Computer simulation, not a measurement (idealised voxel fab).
Presented below is a process module, voxel double patterning.
The cross-section on display is named cut; it measures 160 nm wide, and its cells are 5 nm squares.
A cross-section is a grid of square cells, given in bands from the top down. A band is one or more rows of cells. Look at the band entry: it leads with the top's height and the bottom's height in nm. Then it lists the materials left to right, with a width in nm for each. The word "edge to edge" on a single material says that material fills the band edge to edge. The word "air" is empty space. We count height from 0. Below that, the starting wafer is all one material. The lowest band never ends at the bottom but goes on down; see "0 and below" for how that is written. Per-row width for "30 to 40": begins at first number (top row of band), ends at second number (bottom row), increment between rows held constant. Step note "nothing got changed" = no cross-section cell changed. "Sealed voids" specifies each empty space that is not open to the top and that occupies no fewer than 8 cells, using the form width x height at distance, the distance measured from the left edge and all three quantities in nm. Note: text after step settings on the step line = simulator remark on that step. A step's line can hold "overlay nm"; with a mask on that step, the setting says how far right of the planned place the mask lay, while a negative setting says it lay to the left.

This section lists the process steps that were planned
1) RECEIVE (material Si)
2) CONFORMAL_DEP (material SiO2; thk nm 10)
3) DIRECTIONAL_DEP (material polySi; thk nm 15)
4) DIRECTIONAL_DEP (material SiN; thk nm 10)
5) PATTERN (tone open; mask id FIRST; material resist; width nm 15; pitch nm 50; thk nm 20; overlay nm 0)
6) DIRECTIONAL_ETCH (etch materials SiN; depth nm 10)
7) STRIP (etch materials resist)
8) MASKED_ETCH (tone open; mask id SECOND; width nm 15; pitch nm 50; etch materials SiN; depth nm 10; overlay nm 0)
9) DIRECTIONAL_ETCH (etch materials polySi; depth nm 15)
10) STRIP (etch materials SiN)

The first of a set of two wafers, run to plan

This is the cross-section of the wafer as we received it, i.e. after step 1
- 0 and below  Si edge to edge
- Sealed voids: none

Sectional view: wafer, after step 2
- 10 down to 0  SiO2 edge to edge
- Under 0: no change, same as before.

Sectional view: wafer, after step 3
- 25 down to 10  polySi edge to edge
- Under 10: no change, same as before.

Sectional view: wafer, after step 4
- 35 down to 25  SiN edge to edge
- Under 25: no change, same as before.

Sectional view: wafer, after step 5
- 55 down to 35  20 nm resist, 15 nm air, 35 nm resist, 15 nm air, 35 nm resist, 15 nm air, 25 nm resist
- Under 35: no change, same as before.

Sectional view: wafer, after step 6
- 55 down to 35  20 nm resist, 15 nm air, 35 nm resist, 15 nm air, 35 nm resist, 15 nm air, 25 nm resist
- 35 down to 25  20 nm SiN, 15 nm air, 35 nm SiN, 15 nm air, 35 nm SiN, 15 nm air, 25 nm SiN
- Under 25: no change, same as before.

Sectional view: wafer, after step 7
- 35 down to 25  20 nm SiN, 15 nm air, 35 nm SiN, 15 nm air, 35 nm SiN, 15 nm air, 25 nm SiN
- Under 25: no change, same as before.

Sectional view: wafer, after step 8
- 35 down to 25  20 nm SiN, 15 nm air, 10 nm SiN, 15 nm air, 10 nm SiN, 15 nm air, 10 nm SiN, 15 nm air, 10 nm SiN, 15 nm air, 25 nm SiN
- Under 25: no change, same as before.

Sectional view: wafer, after step 9
- 35 down to 25  20 nm SiN, 15 nm air, 10 nm SiN, 15 nm air, 10 nm SiN, 15 nm air, 10 nm SiN, 15 nm air, 10 nm SiN, 15 nm air, 25 nm SiN
- 25 down to 10  20 nm polySi, 15 nm air, 10 nm polySi, 15 nm air, 10 nm polySi, 15 nm air, 10 nm polySi, 15 nm air, 10 nm polySi, 15 nm air, 25 nm polySi
- Under 10: no change, same as before.

Sectional view: wafer, after step 10
- 25 down to 10  20 nm polySi, 15 nm air, 10 nm polySi, 15 nm air, 10 nm polySi, 15 nm air, 10 nm polySi, 15 nm air, 10 nm polySi, 15 nm air, 25 nm polySi
- Under 10: no change, same as before.

It is to be noted that the second wafer proceeded from the same initial state and according to the same plan as the first, although one mistake was committed in its execution; through step 2, inclusive, the two wafers share an identical history

Cross-section of the second wafer at the time step 3 of the plan should have ended
- 25 down to 0  SiO2 edge to edge
- Under 0: no change, same as before.

Cross-section of the second wafer at the time step 4 of the plan should have ended
- 35 down to 25  SiN edge to edge
- Under 25: no change, same as before.

Cross-section of the second wafer at the time step 5 of the plan should have ended
- 55 down to 35  20 nm resist, 15 nm air, 35 nm resist, 15 nm air, 35 nm resist, 15 nm air, 25 nm resist
- Under 35: no change, same as before.

Cross-section of the second wafer at the time step 6 of the plan should have ended
- 55 down to 35  20 nm resist, 15 nm air, 35 nm resist, 15 nm air, 35 nm resist, 15 nm air, 25 nm resist
- 35 down to 25  20 nm SiN, 15 nm air, 35 nm SiN, 15 nm air, 35 nm SiN, 15 nm air, 25 nm SiN
- Under 25: no change, same as before.

Cross-section of the second wafer at the time step 7 of the plan should have ended
- 35 down to 25  20 nm SiN, 15 nm air, 35 nm SiN, 15 nm air, 35 nm SiN, 15 nm air, 25 nm SiN
- Under 25: no change, same as before.

Cross-section of the second wafer at the time step 8 of the plan should have ended
- 35 down to 25  20 nm SiN, 15 nm air, 10 nm SiN, 15 nm air, 10 nm SiN, 15 nm air, 10 nm SiN, 15 nm air, 10 nm SiN, 15 nm air, 25 nm SiN
- Under 25: no change, same as before.

Cross-section of the second wafer at the time step 9 of the plan should have ended: nothing got changed

Cross-section of the second wafer at the time step 10 of the plan should have ended
- 25 down to 0  SiO2 edge to edge
- Under 0: no change, same as before.
Finding, execution versus plan: step 3 changed vs plan, executed as DIRECTIONAL_DEP (material SiO2; thk nm 15)
Final cells, second wafer relative to first, materials higher or lower: 96 more of SiO2 | 51 fewer of polySi
